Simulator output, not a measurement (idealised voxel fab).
process module | voxel lift off
cross-section cut | 170 nm wide | cells 5 nm
A cross-section is a grid of square cells, given in bands from the top down. A band is one or more rows of cells.
Each band's line starts with the height of the band's top and of its bottom, in nm. Then come its materials from left to right, each with its width in nm. One material with "throughout" fills the band from edge to edge. "air" is empty space.
Height 0 is the level under which the wafer as received is all one material. The lowest band goes on downwards, as in "0 down".
A width such as "30 to 40" changes by the same amount from each row of cells to the next, from the band's top row to its bottom row.
"no change" after a step means that no cell of the cross-section changed.
closed voids: empty space of 8 cells or more with no open way to the top, each as width x height at its distance from the left edge, in nm
after a step's settings: what the simulator itself notes on the step
overlay nm, on a step with a mask: how far to the right of its planned place the mask lay; to the left if negative
plan
1 op RECEIVE | material Si
2 op CONFORMAL_DEP | material SiN | thk nm 5
3 op PATTERN | tone open | mask id LINES | material resist | width nm 15 | pitch nm 50 | thk nm 25 | overlay nm 0
4 op DIRECTIONAL_DEP | material Ru | thk nm 10
5 op STRIP | etch materials resist
6 op CONFORMAL_DEP | material SiCN | thk nm 5
varied across the wafers: width nm of step 3. The plan shows the first wafer's value. All wafers start alike
first wafer as received, after step 1
  0 down: Si throughout
  closed voids: none
each wafer at the end: cells of each material gained (+) or lost (-) since it was received, then its closed voids
width nm 15 | +12 Ru | +42 SiCN | +34 SiN | closed voids: none
width nm 20 | +16 Ru | +42 SiCN | +34 SiN | closed voids: none
width nm 25 | +20 Ru | +42 SiCN | +34 SiN | closed voids: none
width nm 30 | +24 Ru | +42 SiCN | +34 SiN | closed voids: none
width nm 35 | +28 Ru | +42 SiCN | +34 SiN | closed voids: none
